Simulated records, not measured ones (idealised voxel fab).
Documented hereafter: the process module known as voxel self aligned contacts.
The width of the displayed cross-section, cut, is 175 nm; its cells are square, with a size of 5 nm.
If you're reading a cross-section in this doc, picture square cells in a grid; it comes to you as bands, top ones listed first down to the bottom, and a band can be one or more rows of cells.
Within each band entry, the heights of the top and of the bottom of the band appear first, in that order and in nm; the materials of the band then follow from left to right, each with its corresponding width in nm. The designation "full width" on a single material indicates that it fills the band from edge to edge; the designation "blank" indicates empty space.
The reference from which all heights are counted is 0, the level beneath which the as-received wafer is entirely one material; the lowest band, having no lower bound, proceeds downward and is written after the example "0..down".
The width entry "30 to 40" should be interpreted row by row: the top row of cells in the band takes the first number, the bottom row takes the second number, and the change between adjacent rows is uniform throughout.
Reading "changes: none" for a step: not a cell of the cross-section changed in it.
"Fully sealed voids" lists enclosed empty spaces (at least 8 cells, no open path upward to the top), each as width x height at distance from the left edge, in nm.
What comes after the settings on a step's line is commentary from the simulator itself on that step.
On any step carrying a mask, the "overlay nm" setting, if present on the step's line, tells how far right of its planned place the mask lay; negative values point to the left.
# Listed below are the process steps as planned
1 RECEIVE,material Si
2 CONFORMAL_DEP,material SiO2,thk nm 5
3 DIRECTIONAL_DEP,material polySi,thk nm 20
4 DIRECTIONAL_DEP,material SiN,thk nm 20
5 MASKED_ETCH,tone cover,mask id GATE,width nm 35,pitch nm 65,etch materials SiN,depth nm 20,overlay nm 0
6 MASKED_ETCH,tone cover,mask id GATE,width nm 35,pitch nm 65,etch materials polySi,depth nm 20,overlay nm 0
7 CONFORMAL_DEP,material SiN,thk nm 5
8 DIRECTIONAL_ETCH,etch materials SiN,depth nm 5
9 FILL_DEP,material SiO2,thk nm 10
10 CMP,height nm 50
11 PATTERN,tone open,mask id CONTACT,material resist,width nm 40,thk nm 20,overlay nm 0
12 DIRECTIONAL_ETCH,etch materials SiO2,depth nm 50
13 STRIP,etch materials resist
14 CONFORMAL_DEP,material TiN,thk nm 5
15 FILL_DEP,material W,thk nm 10
16 CMP,height nm 50
17 CONFORMAL_DEP,material SiN,thk nm 5
# Incoming wafer, cross-sectional view, post step 1
- 0..down: Si full width
- Fully sealed voids: none
# Cross-section taken at module completion on the first of two wafers; processed per the plan
- 55..50: SiN full width
- 50..45: 65 SiO2, then 15 TiN, then 10 W, then 15 TiN, then 70 SiO2
- 45..25: 30 SiO2, then 45 SiN, then 5 TiN, then 10 W, then 5 TiN, then 45 SiN, then 35 SiO2
- 25..5: 30 SiO2, then 5 SiN, then 35 polySi, then 5 SiN, then 5 TiN, then 10 W, then 5 TiN, then 5 SiN, then 35 polySi, then 5 SiN, then 35 SiO2
- 5..0: 75 SiO2, then 20 TiN, then 80 SiO2
- 0..down: Si full width
- Fully sealed voids: none
# Now the second wafer, cross-sectioned at the end of the module. Nothing different at the start, nothing different in the plan compared with the first, just one mistake when it was actually run
- 60..55: SiN full width
- 55..50: 70 TiN, then 30 W, then 75 TiN
- 50..45: 65 SiO2, then 15 TiN, then 10 W, then 15 TiN, then 70 SiO2
- 45..25: 30 SiO2, then 45 SiN, then 5 TiN, then 10 W, then 5 TiN, then 45 SiN, then 35 SiO2
- 25..5: 30 SiO2, then 5 SiN, then 35 polySi, then 5 SiN, then 5 TiN, then 10 W, then 5 TiN, then 5 SiN, then 35 polySi, then 5 SiN, then 35 SiO2
- 5..0: 75 SiO2, then 20 TiN, then 80 SiO2
- 0..down: Si full width
- Fully sealed voids: none
What went wrong in running the wafer? in deviation from the planned setting, step 16 was conducted as CMP,height nm 55
Heads up, by the end the second wafer has more or fewer cells of some materials compared to the first: 29 more of TiN; 6 more of W
